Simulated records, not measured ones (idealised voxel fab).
voxel capacitor over wiring: a process module
Each square cell in cross-section cut measures 5 nm, and the section as a whole is 275 nm wide.
Bands, listed from the top down, are how a cross-section gets written in this document; the cross-section itself is a grid of square cells, and a band is one or more rows of them.
A band entry consists of two parts. The first gives the height of the band's top and the height of its bottom, in nm. The rest lists the band's materials from left to right, each with its width in nm. A single material labelled with the word "throughout" fills the band from edge to edge, and the word "air" marks empty space.
Heights are measured from 0, the level below which the as-received wafer is all one material; the lowest band has no bottom and continues downward, written as in "0 down".
Quick explanation for "30->40": the width changes in equal steps down the rows of cells, from the first number in the band's top row to the second number in its bottom row.
Step note "nothing was modified" = no cross-section cell changed.
Reported under the label "Voids, sealed" are the empty spaces having no open way to the top and comprising 8 cells or more; the notation for each is width x height at distance, in which the distance is measured from the left edge and all three values are in nm.
Past the settings on a step's line: simulator remark, on that step.
A step's line can hold "overlay nm"; with a mask on that step, the setting says how far right of the planned place the mask lay, while a negative setting says it lay to the left.
-- The steps planned for the process are as follows
1 RECEIVE with material Si
2 CONFORMAL_DEP with material SiO2, thk nm 10
3 DIRECTIONAL_DEP with material TiN, thk nm 5
4 DIRECTIONAL_DEP with material W, thk nm 20
5 PATTERN with tone cover, mask id METAL_1, material resist, width nm 30, pitch nm 95, thk nm 15, overlay nm 0
6 DIRECTIONAL_ETCH with etch materials W, depth nm 20
7 DIRECTIONAL_ETCH with etch materials TiN, depth nm 5
8 STRIP with etch materials resist
9 FILL_DEP with material lowk, thk nm 10
10 CMP with height nm 35
11 CONFORMAL_DEP with material SiCN, thk nm 5
12 DIRECTIONAL_DEP with material lowk, thk nm 10
13 DIRECTIONAL_DEP with material aC, thk nm 15
14 PATTERN with tone open, mask id PLUG_1, material resist, width nm 15, thk nm 35, overlay nm 0
15 DIRECTIONAL_ETCH with etch materials aC, depth nm 15
16 STRIP with etch materials resist
17 DIRECTIONAL_ETCH with etch materials lowk, depth nm 10
18 DIRECTIONAL_ETCH with etch materials SiCN, depth nm 5
19 STRIP with etch materials aC
20 EPI with material Ru, thk nm 10
21 EPI with material Ru, thk nm 5
22 DIRECTIONAL_DEP with material TiN, thk nm 10
23 DIRECTIONAL_DEP with material SiN, thk nm 5
24 DIRECTIONAL_DEP with material TiN, thk nm 5
25 MASKED_ETCH with tone cover, mask id UPPER_PLATE, width nm 70, etch materials TiN, depth nm 5, overlay nm 0
26 MASKED_ETCH with tone cover, mask id UPPER_PLATE, width nm 70, etch materials SiN, depth nm 5, overlay nm 0
27 MASKED_ETCH with tone cover, mask id LOWER_PLATE, width nm 80, etch materials TiN, depth nm 10, overlay nm 0
28 FILL_DEP with material SiO2, thk nm 15
29 CMP with height nm 80
30 DIRECTIONAL_DEP with material aC, thk nm 10
31 PATTERN with tone open, mask id PLUG_2, material resist, width nm 15, thk nm 25, overlay nm 0
32 DIRECTIONAL_ETCH with etch materials aC, depth nm 10
33 STRIP with etch materials resist
34 DIRECTIONAL_ETCH with etch materials SiO2, depth nm 10
35 STRIP with etch materials aC
36 CONFORMAL_DEP with material TiN, thk nm 5
37 FILL_DEP with material Cu, thk nm 10
38 CMP with height nm 80
39 CONFORMAL_DEP with material SiCN, thk nm 5
-- Concerning the first of two wafers, which was run in accordance with the plan
-- Incoming wafer, cross-sectional view, post step 1
> 0 down  Si throughout
> Voids, sealed: none
-- Upon completion of step 2, the wafer appears in cross-section as shown
> 10 to 0  SiO2 throughout
> Everything under 0 stays put, no change at all.
-- Upon completion of step 3, the wafer appears in cross-section as shown
> 15 to 10  TiN throughout
> Everything under 10 stays put, no change at all.
-- Upon completion of step 4, the wafer appears in cross-section as shown
> 35 to 15  W throughout
> Everything under 15 stays put, no change at all.
-- Upon completion of step 5, the wafer appears in cross-section as shown
> 50 to 35  air=75, resist=30, air=65, resist=30, air=75
> Everything under 35 stays put, no change at all.
-- Upon completion of step 6, the wafer appears in cross-section as shown
> 50 to 35  air=75, resist=30, air=65, resist=30, air=75
> 35 to 15  air=75, W=30, air=65, W=30, air=75
> Everything under 15 stays put, no change at all.
-- Upon completion of step 7, the wafer appears in cross-section as shown
> 50 to 35  air=75, resist=30, air=65, resist=30, air=75
> 35 to 15  air=75, W=30, air=65, W=30, air=75
> 15 to 10  air=75, TiN=30, air=65, TiN=30, air=75
> Everything under 10 stays put, no change at all.
-- Upon completion of step 8, the wafer appears in cross-section as shown
> 35 to 15  air=75, W=30, air=65, W=30, air=75
> Everything under 15 stays put, no change at all.
-- Upon completion of step 9, the wafer appears in cross-section as shown
> 45 to 35  lowk throughout
> 35 to 15  lowk=75, W=30, lowk=65, W=30, lowk=75
> 15 to 10  lowk=75, TiN=30, lowk=65, TiN=30, lowk=75
> Everything under 10 stays put, no change at all.
-- Upon completion of step 10, the wafer appears in cross-section as shown
> 35 to 15  lowk=75, W=30, lowk=65, W=30, lowk=75
> Everything under 15 stays put, no change at all.
-- Upon completion of step 11, the wafer appears in cross-section as shown
> 40 to 35  SiCN throughout
> Everything under 35 stays put, no change at all.
-- Upon completion of step 12, the wafer appears in cross-section as shown
> 50 to 40  lowk throughout
> Everything under 40 stays put, no change at all.
-- Upon completion of step 13, the wafer appears in cross-section as shown
> 65 to 50  aC throughout
> Everything under 50 stays put, no change at all.
-- Upon completion of step 14, the wafer appears in cross-section as shown
> 100 to 65  resist=90, air=15, resist=170
> Everything under 65 stays put, no change at all.
-- Upon completion of step 15, the wafer appears in cross-section as shown
> 85 to 65  resist=90, air=15, resist=170
> 65 to 50  aC=90, air=15, aC=170
> Everything under 50 stays put, no change at all.
-- Upon completion of step 16, the wafer appears in cross-section as shown
> 65 to 50  aC=90, air=15, aC=170
> Everything under 50 stays put, no change at all.
-- Upon completion of step 17, the wafer appears in cross-section as shown
> 65 to 50  aC=90, air=15, aC=170
> 50 to 40  lowk=90, air=15, lowk=170
> Everything under 40 stays put, no change at all.
-- Upon completion of step 18, the wafer appears in cross-section as shown
> 65 to 50  aC=90, air=15, aC=170
> 50 to 40  lowk=90, air=15, lowk=170
> 40 to 35  SiCN=90, air=15, SiCN=170
> Everything under 35 stays put, no change at all.
-- Upon completion of step 19, the wafer appears in cross-section as shown
> 50 to 40  lowk=90, air=15, lowk=170
> Everything under 40 stays put, no change at all.
-- Upon completion of step 20, the wafer appears in cross-section as shown
> 50 to 45  lowk=90, air=15, lowk=170
> 45 to 40  lowk=90, Ru=15, lowk=170
> 40 to 35  SiCN=90, Ru=15, SiCN=170
> Everything under 35 stays put, no change at all.
-- Upon completion of step 21, the wafer appears in cross-section as shown
> 50 to 40  lowk=90, Ru=15, lowk=170
> Everything under 40 stays put, no change at all.
-- Upon completion of step 22, the wafer appears in cross-section as shown
> 60 to 50  TiN throughout
> Everything under 50 stays put, no change at all.
-- Upon completion of step 23, the wafer appears in cross-section as shown
> 65 to 60  SiN throughout
> Everything under 60 stays put, no change at all.
-- Upon completion of step 24, the wafer appears in cross-section as shown
> 70 to 65  TiN throughout
> Everything under 65 stays put, no change at all.
-- Upon completion of step 25, the wafer appears in cross-section as shown
> 70 to 65  air=90, TiN=70, air=115
> Everything under 65 stays put, no change at all.
-- Upon completion of step 26, the wafer appears in cross-section as shown
> 70 to 65  air=90, TiN=70, air=115
> 65 to 60  air=90, SiN=70, air=115
> Everything under 60 stays put, no change at all.
-- Upon completion of step 27, the wafer appears in cross-section as shown
> 70 to 65  air=90, TiN=70, air=115
> 65 to 60  air=90, SiN=70, air=115
> 60 to 50  air=85, TiN=80, air=110
> Everything under 50 stays put, no change at all.
-- Upon completion of step 28, the wafer appears in cross-section as shown
> 85 to 70  SiO2 throughout
> 70 to 65  SiO2=90, TiN=70, SiO2=115
> 65 to 60  SiO2=90, SiN=70, SiO2=115
> 60 to 50  SiO2=85, TiN=80, SiO2=110
> Everything under 50 stays put, no change at all.
-- Upon completion of step 29, the wafer appears in cross-section as shown
> 80 to 70  SiO2 throughout
> Everything under 70 stays put, no change at all.
-- Upon completion of step 30, the wafer appears in cross-section as shown
> 90 to 80  aC throughout
> Everything under 80 stays put, no change at all.
-- Upon completion of step 31, the wafer appears in cross-section as shown
> 115 to 90  resist=100, air=15, resist=160
> Everything under 90 stays put, no change at all.
-- Upon completion of step 32, the wafer appears in cross-section as shown
> 105 to 90  resist=100, air=15, resist=160
> 90 to 80  aC=100, air=15, aC=160
> Everything under 80 stays put, no change at all.
-- Upon completion of step 33, the wafer appears in cross-section as shown
> 90 to 80  aC=100, air=15, aC=160
> Everything under 80 stays put, no change at all.
-- Upon completion of step 34, the wafer appears in cross-section as shown
> 90 to 80  aC=100, air=15, aC=160
> 80 to 70  SiO2=100, air=15, SiO2=160
> Everything under 70 stays put, no change at all.
-- Upon completion of step 35, the wafer appears in cross-section as shown
> 80 to 70  SiO2=100, air=15, SiO2=160
> Everything under 70 stays put, no change at all.
-- Upon completion of step 36, the wafer appears in cross-section as shown
> 85 to 80  TiN=105, air=5, TiN=165
> 80 to 75  SiO2=100, TiN=5, air=5, TiN=5, SiO2=160
> 75 to 65  SiO2=100->90, TiN=15->70, SiO2=160->115
> Everything under 65 stays put, no change at all.
-- Upon completion of step 37, the wafer appears in cross-section as shown
> 95 to 85  Cu throughout
> 85 to 80  TiN=105, Cu=5, TiN=165
> 80 to 75  SiO2=100, TiN=5, Cu=5, TiN=5, SiO2=160
> Everything under 75 stays put, no change at all.
-- Upon completion of step 38, the wafer appears in cross-section as shown
> 80 to 75  SiO2=100, TiN=5, Cu=5, TiN=5, SiO2=160
> Everything under 75 stays put, no change at all.
-- Upon completion of step 39, the wafer appears in cross-section as shown
> 85 to 80  SiCN throughout
> Everything under 80 stays put, no change at all.
-- The second wafer was prepared from the same starting point and under the same plan as the first; its processing contained one mistake, and it remains indistinguishable from the first wafer up to and including step 4
-- Look at the second wafer in cross-section at the time step 5 ought to have finished
> 50 to 35  air=70, resist=40, air=55, resist=40, air=70
> Everything under 35 stays put, no change at all.
-- Look at the second wafer in cross-section at the time step 6 ought to have finished
> 50 to 35  air=70, resist=40, air=55, resist=40, air=70
> 35 to 15  air=70, W=40, air=55, W=40, air=70
> Everything under 15 stays put, no change at all.
-- Look at the second wafer in cross-section at the time step 7 ought to have finished
> 50 to 35  air=70, resist=40, air=55, resist=40, air=70
> 35 to 15  air=70, W=40, air=55, W=40, air=70
> 15 to 10  air=70, TiN=40, air=55, TiN=40, air=70
> Everything under 10 stays put, no change at all.
-- Look at the second wafer in cross-section at the time step 8 ought to have finished
> 35 to 15  air=70, W=40, air=55, W=40, air=70
> Everything under 15 stays put, no change at all.
-- Look at the second wafer in cross-section at the time step 9 ought to have finished
> 45 to 35  lowk throughout
> 35 to 15  lowk=70, W=40, lowk=55, W=40, lowk=70
> 15 to 10  lowk=70, TiN=40, lowk=55, TiN=40, lowk=70
> Everything under 10 stays put, no change at all.
-- Look at the second wafer in cross-section at the time step 10 ought to have finished
> 35 to 15  lowk=70, W=40, lowk=55, W=40, lowk=70
> Everything under 15 stays put, no change at all.
-- Look at the second wafer in cross-section at the time step 11 ought to have finished
> 40 to 35  SiCN throughout
> Everything under 35 stays put, no change at all.
-- Look at the second wafer in cross-section at the time step 12 ought to have finished
> 50 to 40  lowk throughout
> Everything under 40 stays put, no change at all.
-- Look at the second wafer in cross-section at the time step 13 ought to have finished
> 65 to 50  aC throughout
> Everything under 50 stays put, no change at all.
-- Look at the second wafer in cross-section at the time step 14 ought to have finished
> 100 to 65  resist=90, air=15, resist=170
> Everything under 65 stays put, no change at all.
-- Look at the second wafer in cross-section at the time step 15 ought to have finished
> 85 to 65  resist=90, air=15, resist=170
> 65 to 50  aC=90, air=15, aC=170
> Everything under 50 stays put, no change at all.
-- Look at the second wafer in cross-section at the time step 16 ought to have finished
> 65 to 50  aC=90, air=15, aC=170
> Everything under 50 stays put, no change at all.
-- Look at the second wafer in cross-section at the time step 17 ought to have finished
> 65 to 50  aC=90, air=15, aC=170
> 50 to 40  lowk=90, air=15, lowk=170
> Everything under 40 stays put, no change at all.
-- Look at the second wafer in cross-section at the time step 18 ought to have finished
> 65 to 50  aC=90, air=15, aC=170
> 50 to 40  lowk=90, air=15, lowk=170
> 40 to 35  SiCN=90, air=15, SiCN=170
> Everything under 35 stays put, no change at all.
-- Look at the second wafer in cross-section at the time step 19 ought to have finished
> 50 to 40  lowk=90, air=15, lowk=170
> Everything under 40 stays put, no change at all.
-- Look at the second wafer in cross-section at the time step 20 ought to have finished
> 50 to 45  lowk=90, air=15, lowk=170
> 45 to 40  lowk=90, Ru=15, lowk=170
> 40 to 35  SiCN=90, Ru=15, SiCN=170
> Everything under 35 stays put, no change at all.
-- Look at the second wafer in cross-section at the time step 21 ought to have finished
> 50 to 40  lowk=90, Ru=15, lowk=170
> Everything under 40 stays put, no change at all.
-- Look at the second wafer in cross-section at the time step 22 ought to have finished
> 60 to 50  TiN throughout
> Everything under 50 stays put, no change at all.
-- Look at the second wafer in cross-section at the time step 23 ought to have finished
> 65 to 60  SiN throughout
> Everything under 60 stays put, no change at all.
-- Look at the second wafer in cross-section at the time step 24 ought to have finished
> 70 to 65  TiN throughout
> Everything under 65 stays put, no change at all.
-- Look at the second wafer in cross-section at the time step 25 ought to have finished
> 70 to 65  air=90, TiN=70, air=115
> Everything under 65 stays put, no change at all.
-- Look at the second wafer in cross-section at the time step 26 ought to have finished
> 70 to 65  air=90, TiN=70, air=115
> 65 to 60  air=90, SiN=70, air=115
> Everything under 60 stays put, no change at all.
-- Look at the second wafer in cross-section at the time step 27 ought to have finished
> 70 to 65  air=90, TiN=70, air=115
> 65 to 60  air=90, SiN=70, air=115
> 60 to 50  air=85, TiN=80, air=110
> Everything under 50 stays put, no change at all.
-- Look at the second wafer in cross-section at the time step 28 ought to have finished
> 85 to 70  SiO2 throughout
> 70 to 65  SiO2=90, TiN=70, SiO2=115
> 65 to 60  SiO2=90, SiN=70, SiO2=115
> 60 to 50  SiO2=85, TiN=80, SiO2=110
> Everything under 50 stays put, no change at all.
-- Look at the second wafer in cross-section at the time step 29 ought to have finished
> 80 to 70  SiO2 throughout
> Everything under 70 stays put, no change at all.
-- Look at the second wafer in cross-section at the time step 30 ought to have finished
> 90 to 80  aC throughout
> Everything under 80 stays put, no change at all.
-- Look at the second wafer in cross-section at the time step 31 ought to have finished
> 115 to 90  resist=100, air=15, resist=160
> Everything under 90 stays put, no change at all.
-- Look at the second wafer in cross-section at the time step 32 ought to have finished
> 105 to 90  resist=100, air=15, resist=160
> 90 to 80  aC=100, air=15, aC=160
> Everything under 80 stays put, no change at all.
-- Look at the second wafer in cross-section at the time step 33 ought to have finished
> 90 to 80  aC=100, air=15, aC=160
> Everything under 80 stays put, no change at all.
-- Look at the second wafer in cross-section at the time step 34 ought to have finished
> 90 to 80  aC=100, air=15, aC=160
> 80 to 70  SiO2=100, air=15, SiO2=160
> Everything under 70 stays put, no change at all.
-- Look at the second wafer in cross-section at the time step 35 ought to have finished
> 80 to 70  SiO2=100, air=15, SiO2=160
> Everything under 70 stays put, no change at all.
-- Look at the second wafer in cross-section at the time step 36 ought to have finished
> 85 to 80  TiN=105, air=5, TiN=165
> 80 to 75  SiO2=100, TiN=5, air=5, TiN=5, SiO2=160
> 75 to 65  SiO2=100->90, TiN=15->70, SiO2=160->115
> Everything under 65 stays put, no change at all.
-- Look at the second wafer in cross-section at the time step 37 ought to have finished
> 95 to 85  Cu throughout
> 85 to 80  TiN=105, Cu=5, TiN=165
> 80 to 75  SiO2=100, TiN=5, Cu=5, TiN=5, SiO2=160
> Everything under 75 stays put, no change at all.
-- Look at the second wafer in cross-section at the time step 38 ought to have finished
> 80 to 75  SiO2=100, TiN=5, Cu=5, TiN=5, SiO2=160
> Everything under 75 stays put, no change at all.
-- Look at the second wafer in cross-section at the time step 39 ought to have finished
> 85 to 80  SiCN throughout
> Everything under 80 stays put, no change at all.
Diagnosis: step 5 ran as: PATTERN with tone cover, mask id METAL_1, material resist, width nm 40, pitch nm 95, thk nm 15, overlay nm 0
FYI, end of process, the second wafer has more or fewer cells of some materials than the first: TiN: 4 more | W: 16 more | lowk: 20 fewer
